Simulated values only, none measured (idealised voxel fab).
This section sets out a process module, namely voxel fin reveal.
FYI the section here is cut, 290 nm wide, cells are 5 nm squares.
A cross-section in this document is a grid of square cells, and it is written down as bands, the top band listed before the ones below it; a band is made up of one or more rows of cells. What a band's entry tells you: where the top is and where the bottom is, as heights in nm, and after that what lies inside, material by material from left to right, each with its width in nm. Empty space is written as the word "air", and a single material marked with the word "all across" occupies the band from edge to edge. Beneath 0, the wafer as received is one material, and that level is where height counting begins. The lowest band goes on downward without a bottom; it is written like "0 nm and below". The expression "30->40" gives the width at the extremes of the band, the first number at its top row of cells and the second at its bottom row, with the width changing by equal amounts from each row to the next in between. The cross-section has no changed cell in any step marked "identical to before". Closed void listing: empty space of 8 cells or more with no open way to the top, each as width x height at its distance from the left edge, in nm. after a step's settings: what the simulator itself notes on the step. Among the settings permitted on a step's line is "overlay nm"; applied to a step with a mask, it specifies the extent to which the mask lay to the right of its planned position, whereas a negative figure signifies a position to the left.

# Process steps - plan
step 1: RECEIVE | material Si
step 2: CONFORMAL_DEP | material SiN | thk nm 5
step 3: DIRECTIONAL_DEP | material aC | thk nm 10
step 4: PATTERN | tone cover | mask id FINS | material resist | width nm 15 | pitch nm 35 | thk nm 30 | overlay nm -15
step 5: DIRECTIONAL_ETCH | etch materials aC | depth nm 10
step 6: STRIP | etch materials resist
step 7: DIRECTIONAL_ETCH | etch materials SiN | depth nm 5
step 8: DIRECTIONAL_ETCH | etch materials Si | depth nm 30
step 9: STRIP | etch materials aC
step 10: OXIDIZE | depth nm 5
step 11: FILL_DEP | material SiO2 | thk nm 15
step 12: CMP | height nm 5
step 13: SELECTIVE_ETCH | etch materials SiO2 | depth nm 20
step 14: STRIP | etch materials SiN
step 15: CONFORMAL_DEP | material HfO2 | thk nm 5
Same starting wafers, different overlay nm at step 4. Plan value belongs to the first wafer.

# Here's the first of the wafers in cross-section, just as we got it, i.e. after step 1
    0 nm and below  Si all across
    Closed void listing: none

# Per wafer (row), end of module: delta in cells per material since receipt, (+) for gained, (-) for lost; closed voids after that
overlay nm -15; +70 HfO2; -392 Si; +224 SiO2; Closed void listing: none
overlay nm -10; +70 HfO2; -392 Si; +224 SiO2; Closed void listing: none
overlay nm -5; +70 HfO2; -392 Si; +224 SiO2; Closed void listing: none
overlay nm 0; +70 HfO2; -392 Si; +224 SiO2; Closed void listing: none
overlay nm 5; +70 HfO2; -392 Si; +224 SiO2; Closed void listing: none
overlay nm 10; +70 HfO2; -392 Si; +224 SiO2; Closed void listing: none
overlay nm 15; +70 HfO2; -392 Si; +224 SiO2; Closed void listing: none
